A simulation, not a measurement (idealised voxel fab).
process module | voxel ribs on slabs
cross-section cut | 185 nm wide | cells 5 nm
A cross-section is a grid of square cells, given in bands from the top down. A band is one or more rows of cells.
Each band's line starts with the height of the band's top and of its bottom, in nm. Then come its materials from left to right, each with its width in nm. One material with "throughout" fills the band from edge to edge. "air" is empty space.
Height 0 is the level under which the wafer as received is all one material. The lowest band goes on downwards, as in "0 down".
A width such as "30 to 40" changes by the same amount from each row of cells to the next, from the band's top row to its bottom row.
"no change" after a step means that no cell of the cross-section changed.
closed voids: empty space of 8 cells or more with no open way to the top, each as width x height at its distance from the left edge, in nm
after a step's settings: what the simulator itself notes on the step
overlay nm, on a step with a mask: how far to the right of its planned place the mask lay; to the left if negative
plan
1 op RECEIVE | material Si
2 op DIRECTIONAL_DEP | material SiO2 | thk nm 30
3 op DIRECTIONAL_DEP | material SiN | thk nm 20
4 op MASKED_ETCH | tone cover | mask id RIB | width nm 15 | etch materials SiN | depth nm 15 | overlay nm 0
5 op MASKED_ETCH | tone cover | mask id SLAB | width nm 65 | etch materials SiN | depth nm 5 | overlay nm 0
6 op FILL_DEP | material SiO2 | thk nm 20
7 op CMP | height nm 60
8 op DIRECTIONAL_DEP | material TiN | thk nm 10
9 op MASKED_ETCH | tone cover | mask id HEATER | width nm 25 | etch materials TiN | depth nm 10 | overlay nm 0
10 op CONFORMAL_DEP | material SiN | thk nm 5
first wafer, as planned
as received, after step 1
  0 down: Si throughout
  closed voids: none
after step 2
  30 to 0: SiO2 throughout
  below 0: unchanged
after step 3
  50 to 30: SiN throughout
  below 30: unchanged
after step 4
  50 to 35: air 85 | SiN 15 | air 85
  below 35: unchanged
after step 5
  50 to 35: air 85 | SiN 15 | air 85
  35 to 30: air 60 | SiN 65 | air 60
  below 30: unchanged
after step 6
  70 to 50: SiO2 throughout
  50 to 35: SiO2 85 | SiN 15 | SiO2 85
  35 to 30: SiO2 60 | SiN 65 | SiO2 60
  below 30: unchanged
after step 7
  60 to 50: SiO2 throughout
  below 50: unchanged
after step 8
  70 to 60: TiN throughout
  below 60: unchanged
after step 9
  70 to 60: air 80 | TiN 25 | air 80
  below 60: unchanged
after step 10
  75 to 70: air 75 | SiN 35 | air 75
  70 to 65: air 75 | SiN 5 | TiN 25 | SiN 5 | air 75
  65 to 60: SiN 80 | TiN 25 | SiN 80
  below 60: unchanged
second wafer: like start, like plan, one mistake. Through step 2 it matches the first wafer
when step 3 should have ended
  70 to 30: SiN throughout
  below 30: unchanged
when step 4 should have ended
  70 to 55: air 85 | SiN 15 | air 85
  below 55: unchanged
when step 5 should have ended
  70 to 55: air 85 | SiN 15 | air 85
  55 to 50: air 60 | SiN 65 | air 60
  below 50: unchanged
when step 6 should have ended
  90 to 70: SiO2 throughout
  70 to 55: SiO2 85 | SiN 15 | SiO2 85
  55 to 50: SiO2 60 | SiN 65 | SiO2 60
  below 50: unchanged
when step 7 should have ended
  60 to 50: SiO2 85 to 60 | SiN 15 to 65 | SiO2 85 to 60
  below 50: unchanged
when step 8 should have ended
  70 to 60: TiN throughout
  below 60: unchanged
when step 9 should have ended
  70 to 60: air 80 | TiN 25 | air 80
  below 60: unchanged
when step 10 should have ended
  75 to 70: air 75 | SiN 35 | air 75
  70 to 65: air 75 | SiN 5 | TiN 25 | SiN 5 | air 75
  65 to 60: SiN 80 | TiN 25 | SiN 80
  below 60: unchanged
what went wrong: step 3 was run twice
at the end the second wafer has, in cells: 142 more of SiN | 142 fewer of SiO2
